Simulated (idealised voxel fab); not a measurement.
This is a process module. Its name is voxel tone inversion.
In the cross-section labelled cut, the width is 215 nm and each square cell is 5 nm.
If you're reading a cross-section in this doc, picture square cells in a grid; it comes to you as bands, top ones listed first down to the bottom, and a band can be one or more rows of cells.
Band: top and bottom heights (nm) first, top before bottom; then materials from left to right, widths in nm. "everywhere" marks a sole material filling the band edge to edge. "air" denotes empty space.
Note: height 0 marks the level under which the wafer is uniformly one material as received. Lowest band unbounded below, written "from 0 down".
Per-row width for "30 to 40": begins at first number (top row of band), ends at second number (bottom row), increment between rows held constant.
When a step is marked "left unchanged", none of the cells in the cross-section changed during that step.
"Closed void catalog" means: voids of 8 cells or more that are shut off from the top with no open way through. Written width x height at distance, distance from the left edge, in nm.
Step line, after settings: the simulator's comment on this step.
overlay nm, on a step with a mask: how far to the right of its planned place the mask lay; to the left if negative

[Process steps (planned)]
1: op RECEIVE | material Si
2: op CONFORMAL_DEP | material SiN | thk nm 10
3: op DIRECTIONAL_DEP | material polySi | thk nm 25
4: op PATTERN | tone cover | mask id POSTS | material resist | width nm 20 | pitch nm 50 | thk nm 35 | overlay nm 0
5: op DIRECTIONAL_ETCH | etch materials polySi | depth nm 25
6: op STRIP | etch materials resist
7: op FILL_DEP | material lowk | thk nm 5
8: op CMP | height nm 35
9: op STRIP | etch materials polySi
10: op CONFORMAL_DEP | material TiN | thk nm 5
11: op FILL_DEP | material Ru | thk nm 10
12: op CMP | height nm 35
13: op CONFORMAL_DEP | material SiCN | thk nm 5

[Cross-section: wafer on arrival = after step 1]
    from 0 down | Si everywhere
    Closed void catalog: none

[Module complete - cross-section of the first of two wafers, run according to plan]
    from 40 to 35 | SiCN everywhere
    from 35 to 15 | lowk 45 nm | TiN 5 nm | Ru 10 nm | TiN 5 nm | lowk 30 nm | TiN 5 nm | Ru 10 nm | TiN 5 nm | lowk 30 nm | TiN 5 nm | Ru 10 nm | TiN 5 nm | lowk 50 nm
    from 15 to 10 | lowk 45 nm | TiN 20 nm | lowk 30 nm | TiN 20 nm | lowk 30 nm | TiN 20 nm | lowk 50 nm
    from 10 to 0 | SiN everywhere
    from 0 down | Si everywhere
    Closed void catalog: none

[Cross-sectional image of the second wafer of the two following completion of the module. Starting state and process plan were the same as for the first wafer; one execution error occurred]
    from 40 to 35 | SiCN everywhere
    from 35 to 15 | lowk 35 nm | TiN 5 nm | Ru 10 nm | TiN 5 nm | lowk 30 nm | TiN 5 nm | Ru 10 nm | TiN 5 nm | lowk 30 nm | TiN 5 nm | Ru 10 nm | TiN 5 nm | lowk 60 nm
    from 15 to 10 | lowk 35 nm | TiN 20 nm | lowk 30 nm | TiN 20 nm | lowk 30 nm | TiN 20 nm | lowk 60 nm
    from 10 to 0 | SiN everywhere
    from 0 down | Si everywhere
    Closed void catalog: none
What broke from the plan during processing? planned and actual differ for step 4; actual: op PATTERN | tone cover | mask id POSTS | material resist | width nm 20 | pitch nm 50 | thk nm 35 | overlay nm -10
Same inventory, different map: at the end, the second wafer holds as many cells of each material as the first, placed elsewhere.
